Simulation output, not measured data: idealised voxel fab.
process module | voxel gate over fins
cross-section cut | 250 nm wide | cells 5 nm
A cross-section is a grid of square cells, given in bands from the top down. A band is one or more rows of cells.
Each band's line starts with the height of the band's top and of its bottom, in nm. Then come its materials from left to right, each with its width in nm. One material with "throughout" fills the band from edge to edge. "air" is empty space.
Height 0 is the level under which the wafer as received is all one material. The lowest band goes on downwards, as in "0 down".
A width such as "30 to 40" changes by the same amount from each row of cells to the next, from the band's top row to its bottom row.
"no change" after a step means that no cell of the cross-section changed.
closed voids: empty space of 8 cells or more with no open way to the top, each as width x height at its distance from the left edge, in nm
after a step's settings: what the simulator itself notes on the step
overlay nm, on a step with a mask: how far to the right of its planned place the mask lay; to the left if negative
plan
1 op RECEIVE | material Si
2 op CONFORMAL_DEP | material SiN | thk nm 5
3 op PATTERN | tone cover | mask id FINS | material resist | width nm 15 | pitch nm 35 | thk nm 20 | overlay nm -15
4 op DIRECTIONAL_ETCH | etch materials SiN | depth nm 5
5 op DIRECTIONAL_ETCH | etch materials Si | depth nm 30
6 op STRIP | etch materials resist
7 op FILL_DEP | material SiO2 | thk nm 10
8 op CMP | height nm 5
9 op SELECTIVE_ETCH | etch materials SiO2 | depth nm 15
10 op STRIP | etch materials SiN
11 op CONFORMAL_DEP | material HfO2 | thk nm 5
12 op CONFORMAL_DEP | material TiN | thk nm 5
13 op FILL_DEP | material W | thk nm 15
14 op CMP | height nm 20
15 op CONFORMAL_DEP | material SiN | thk nm 5
varied across the wafers: overlay nm of step 3. The plan shows the first wafer's value. All wafers start alike
first wafer as received, after step 1
  0 down: Si throughout
  closed voids: none
first wafer at the end, after step 15
  25 to 20: SiN throughout
  20 to 10: W throughout
  10 to 5: W 55 | TiN 105 | W 90
  5 to 0: W 55 | TiN 5 | HfO2 25 | TiN 10 | HfO2 25 | TiN 10 | HfO2 25 | TiN 5 | W 90
  0 to -5: TiN 60 | HfO2 5 | Si 15 | HfO2 5 | TiN 10 | HfO2 5 | Si 15 | HfO2 5 | TiN 10 | HfO2 5 | Si 15 | HfO2 5 | TiN 95
  -5 to -10: HfO2 65 | Si 15 | HfO2 20 | Si 15 | HfO2 20 | Si 15 | HfO2 100
  -10 to -30: SiO2 65 | Si 15 | SiO2 20 | Si 15 | SiO2 20 | Si 15 | SiO2 100
  -30 down: Si throughout
  closed voids: none
last wafer at the end
  25 to 20: SiN throughout
  20 to 10: W throughout
  10 to 5: W 85 | TiN 105 | W 60
  5 to 0: W 85 | TiN 5 | HfO2 25 | TiN 10 | HfO2 25 | TiN 10 | HfO2 25 | TiN 5 | W 60
  0 to -5: TiN 90 | HfO2 5 | Si 15 | HfO2 5 | TiN 10 | HfO2 5 | Si 15 | HfO2 5 | TiN 10 | HfO2 5 | Si 15 | HfO2 5 | TiN 65
  -5 to -10: HfO2 95 | Si 15 | HfO2 20 | Si 15 | HfO2 20 | Si 15 | HfO2 70
  -10 to -30: SiO2 95 | Si 15 | SiO2 20 | Si 15 | SiO2 20 | Si 15 | SiO2 70
  -30 down: Si throughout
  closed voids: none
each wafer at the end: cells of each material gained (+) or lost (-) since it was received, then its closed voids
overlay nm -15 | +62 HfO2 | -246 Si | +50 SiN | +164 SiO2 | +62 TiN | +158 W | closed voids: none
overlay nm -10 | +62 HfO2 | -246 Si | +50 SiN | +164 SiO2 | +62 TiN | +158 W | closed voids: none
overlay nm -5 | +62 HfO2 | -246 Si | +50 SiN | +164 SiO2 | +62 TiN | +158 W | closed voids: none
overlay nm 0 | +62 HfO2 | -246 Si | +50 SiN | +164 SiO2 | +62 TiN | +158 W | closed voids: none
overlay nm 5 | +62 HfO2 | -246 Si | +50 SiN | +164 SiO2 | +62 TiN | +158 W | closed voids: none
overlay nm 10 | +62 HfO2 | -246 Si | +50 SiN | +164 SiO2 | +62 TiN | +158 W | closed voids: none
overlay nm 15 | +62 HfO2 | -246 Si | +50 SiN | +164 SiO2 | +62 TiN | +158 W | closed voids: none
